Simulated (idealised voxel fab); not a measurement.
The process module presented herein is designated voxel tone inversion.
Each square cell in cross-section cut measures 5 nm, and the section as a whole is 260 nm wide.
A cross-section is written here as square cells arranged in a grid, and it is given in bands from the top down, each band taking up one or more rows of cells.
Top height, bottom height, nm. Materials left to right, width each, nm. Single material + "everywhere" = fills band edge to edge. "air" = empty.
Beneath 0, the wafer as received is one material, and that level is where height counting begins. The lowest band goes on downward without a bottom; it is written like "from 0 down".
The expression "30->40" gives the width at the extremes of the band, the first number at its top row of cells and the second at its bottom row, with the width changing by equal amounts from each row to the next in between.
Step marked "no modifications"? Then no cell in the cross-section changed in it.
Any empty space of 8 cells or more lacking an open way to the top shows up in "Closed empty spaces" as width x height at distance, distance from the left edge, in nm.
Note: text after step settings on the step line = simulator remark on that step.
A step's line can hold "overlay nm"; with a mask on that step, the setting says how far right of the planned place the mask lay, while a negative setting says it lay to the left.

Listed below are the process steps as planned
1: RECEIVE (material Si)
2: CONFORMAL_DEP (material SiCN; thk nm 5)
3: DIRECTIONAL_DEP (material polySi; thk nm 20)
4: PATTERN (tone cover; mask id POSTS; material resist; width nm 20; pitch nm 40; thk nm 25; overlay nm 0)
5: DIRECTIONAL_ETCH (etch materials polySi; depth nm 20)
6: STRIP (etch materials resist)
7: FILL_DEP (material lowk; thk nm 10)
8: CMP (height nm 25)
9: STRIP (etch materials polySi)
10: CONFORMAL_DEP (material TiN; thk nm 5)
11: FILL_DEP (material W; thk nm 5)
12: CMP (height nm 25)
13: CONFORMAL_DEP (material SiN; thk nm 5)

Cross-section, incoming material, after step 1
* from 0 down: Si everywhere
* Closed empty spaces: none

Wafer cross-section at end of module: start and plan as shown above, one execution error
* from 30 to 25: SiN everywhere
* from 25 to 20: SiCN everywhere
* from 20 to 0: polySi everywhere
* from 0 down: Si everywhere
* Closed empty spaces: none
So what did we get wrong on this run? steps 2 and 3 of the plan were run in the wrong order, each in the other's place
